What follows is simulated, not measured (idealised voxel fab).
Name of the process module below: voxel air gaps
Cross-section cut spans 205 nm and uses square cells 5 nm in size.
Heads up, the way a cross-section reads in here is a grid of square cells, handed over as bands from the top down, with every band being one or more rows of cells.
Band: top and bottom heights (nm) first, top before bottom; then materials from left to right, widths in nm. "edge to edge" marks a sole material filling the band edge to edge. "air" denotes empty space.
Convention: height 0 is the level below which the wafer, as received, is all one material. The lowest band does not terminate at the bottom but continues downward, represented as "from 0 down".
With a width like "30..40", each row of cells in the band differs from the next by the same amount, the top row carrying the first number and the bottom row the second.
You'll sometimes find "identical to before" written for a step, and that's the way of saying that nowhere in the cross-section did a cell change during that step.
"Unvented voids": sealed empty spaces, 8 cells or more, no open way to top, listed width x height at distance, with distance from the left edge and width, height and distance in nm.
Read whatever lies past the settings on a step's line as the simulator's own remark about the step.
The optional step-line setting "overlay nm" applies to steps with a mask and quantifies how far to the right of its planned location the mask lay, a negative value indicating leftward placement.
[These are the steps we planned for the process]
1: RECEIVE, material Si
2: CONFORMAL_DEP, material SiO2, thk nm 10
3: CONFORMAL_DEP, material SiN, thk nm 5
4: DIRECTIONAL_DEP, material lowk, thk nm 35
5: PATTERN, tone open, mask id LINES, material resist, width nm 20, pitch nm 50, thk nm 20, overlay nm 0
6: DIRECTIONAL_ETCH, etch materials lowk, depth nm 35
7: STRIP, etch materials resist
8: CONFORMAL_DEP, material TiN, thk nm 5
9: FILL_DEP, material Cu, thk nm 10
10: CMP, height nm 50
11: EPI, material Ru, thk nm 10
12: SELECTIVE_ETCH, etch materials lowk, depth nm 45
13: CONFORMAL_DEP, material SiCN, thk nm 5
[First wafer, two in total, run as planned]
[The cross-section here shows the wafer as received, i.e. in its state after step 1]
- from 0 down = Si edge to edge
- Unvented voids: none
[State of the wafer after step 2, shown in cross-section]
- from 10 to 0 = SiO2 edge to edge
- Below 0 it's all the same as before, nothing changed down there.
[State of the wafer after step 3, shown in cross-section]
- from 15 to 10 = SiN edge to edge
- Below 10 it's all the same as before, nothing changed down there.
[State of the wafer after step 4, shown in cross-section]
- from 50 to 15 = lowk edge to edge
- Below 15 it's all the same as before, nothing changed down there.
[State of the wafer after step 5, shown in cross-section]
- from 70 to 50 = 40 of resist  20 of air  30 of resist  20 of air  30 of resist  20 of air  45 of resist
- Below 50 it's all the same as before, nothing changed down there.
[State of the wafer after step 6, shown in cross-section]
- from 70 to 50 = 40 of resist  20 of air  30 of resist  20 of air  30 of resist  20 of air  45 of resist
- from 50 to 15 = 40 of lowk  20 of air  30 of lowk  20 of air  30 of lowk  20 of air  45 of lowk
- Below 15 it's all the same as before, nothing changed down there.
[State of the wafer after step 7, shown in cross-section]
- from 50 to 15 = 40 of lowk  20 of air  30 of lowk  20 of air  30 of lowk  20 of air  45 of lowk
- Below 15 it's all the same as before, nothing changed down there.
[State of the wafer after step 8, shown in cross-section]
- from 55 to 50 = 45 of TiN  10 of air  40 of TiN  10 of air  40 of TiN  10 of air  50 of TiN
- from 50 to 20 = 40 of lowk  5 of TiN  10 of air  5 of TiN  30 of lowk  5 of TiN  10 of air  5 of TiN  30 of lowk  5 of TiN  10 of air  5 of TiN  45 of lowk
- from 20 to 15 = 40 of lowk  20 of TiN  30 of lowk  20 of TiN  30 of lowk  20 of TiN  45 of lowk
- Below 15 it's all the same as before, nothing changed down there.
[State of the wafer after step 9, shown in cross-section]
- from 65 to 55 = Cu edge to edge
- from 55 to 50 = 45 of TiN  10 of Cu  40 of TiN  10 of Cu  40 of TiN  10 of Cu  50 of TiN
- from 50 to 20 = 40 of lowk  5 of TiN  10 of Cu  5 of TiN  30 of lowk  5 of TiN  10 of Cu  5 of TiN  30 of lowk  5 of TiN  10 of Cu  5 of TiN  45 of lowk
- Below 20 it's all the same as before, nothing changed down there.
[State of the wafer after step 10, shown in cross-section]
- from 50 to 20 = 40 of lowk  5 of TiN  10 of Cu  5 of TiN  30 of lowk  5 of TiN  10 of Cu  5 of TiN  30 of lowk  5 of TiN  10 of Cu  5 of TiN  45 of lowk
- Below 20 it's all the same as before, nothing changed down there.
[State of the wafer after step 11, shown in cross-section]
- from 60 to 50 = 30 of air  40 of Ru  10 of air  40 of Ru  10 of air  40 of Ru  35 of air
- Below 50 it's all the same as before, nothing changed down there.
[State of the wafer after step 12, shown in cross-section]
- from 60 to 50 = 30 of air  40 of Ru  10 of air  40 of Ru  10 of air  40 of Ru  35 of air
- from 50 to 20 = 40 of air  5 of TiN  10 of Cu  5 of TiN  30 of air  5 of TiN  10 of Cu  5 of TiN  30 of air  5 of TiN  10 of Cu  5 of TiN  45 of air
- from 20 to 15 = 40 of air  20 of TiN  30 of air  20 of TiN  30 of air  20 of TiN  45 of air
- Below 15 it's all the same as before, nothing changed down there.
[State of the wafer after step 13, shown in cross-section]
- from 65 to 60 = 25 of air  150 of SiCN  30 of air
- from 60 to 50 = 25 of air  5 of SiCN  40 of Ru  10 of SiCN  40 of Ru  10 of SiCN  40 of Ru  5 of SiCN  30 of air
- from 50 to 45 = 25 of air  15 of SiCN  5 of TiN  10 of Cu  5 of TiN  30 of SiCN  5 of TiN  10 of Cu  5 of TiN  30 of SiCN  5 of TiN  10 of Cu  5 of TiN  15 of SiCN  30 of air
- from 45 to 20 = 35 of air  5 of SiCN  5 of TiN  10 of Cu  5 of TiN  5 of SiCN  20 of air  5 of SiCN  5 of TiN  10 of Cu  5 of TiN  5 of SiCN  20 of air  5 of SiCN  5 of TiN  10 of Cu  5 of TiN  5 of SiCN  40 of air
- from 20 to 15 = 40 of SiCN  20 of TiN  30 of SiCN  20 of TiN  30 of SiCN  20 of TiN  45 of SiCN
- Below 15 it's all the same as before, nothing changed down there.
- Unvented voids: 20 x 25 at 65; 20 x 25 at 115
[Second wafer: same start and same plan as the first, one execution error; identical to the first through step 2]
[Cross-section of the second wafer at the time by which step 3 should have been completed according to the plan]
- from 45 to 10 = lowk edge to edge
- Below 10 it's all the same as before, nothing changed down there.
[Cross-section of the second wafer at the time by which step 4 should have been completed according to the plan]
- from 50 to 45 = SiN edge to edge
- Below 45 it's all the same as before, nothing changed down there.
[Cross-section of the second wafer at the time by which step 5 should have been completed according to the plan]
- from 70 to 50 = 40 of resist  20 of air  30 of resist  20 of air  30 of resist  20 of air  45 of resist
- Below 50 it's all the same as before, nothing changed down there.
Cross-section of the second wafer at the time by which step 6 should have been completed according to the plan: identical to before
[Cross-section of the second wafer at the time by which step 7 should have been completed according to the plan]
- from 50 to 45 = SiN edge to edge
- Below 45 it's all the same as before, nothing changed down there.
[Cross-section of the second wafer at the time by which step 8 should have been completed according to the plan]
- from 55 to 50 = TiN edge to edge
- Below 50 it's all the same as before, nothing changed down there.
[Cross-section of the second wafer at the time by which step 9 should have been completed according to the plan]
- from 65 to 55 = Cu edge to edge
- Below 55 it's all the same as before, nothing changed down there.
[Cross-section of the second wafer at the time by which step 10 should have been completed according to the plan]
- from 50 to 45 = SiN edge to edge
- Below 45 it's all the same as before, nothing changed down there.
Cross-section of the second wafer at the time by which step 11 should have been completed according to the plan: identical to before
Cross-section of the second wafer at the time by which step 12 should have been completed according to the plan: identical to before
[Cross-section of the second wafer at the time by which step 13 should have been completed according to the plan]
- from 55 to 50 = SiCN edge to edge
- Below 50 it's all the same as before, nothing changed down there.
What went wrong in running the wafer? swap of plan steps 3 and 4 during execution
Per the end-of-run cell counts, the second wafer holds more or fewer of some materials than the first: 36 fewer of Cu, 48 fewer of Ru, 78 fewer of SiCN, 48 fewer of TiN, 287 more of lowk
Ultimately, the number of closed voids is 2 in the first wafer and 0 in the second wafer.
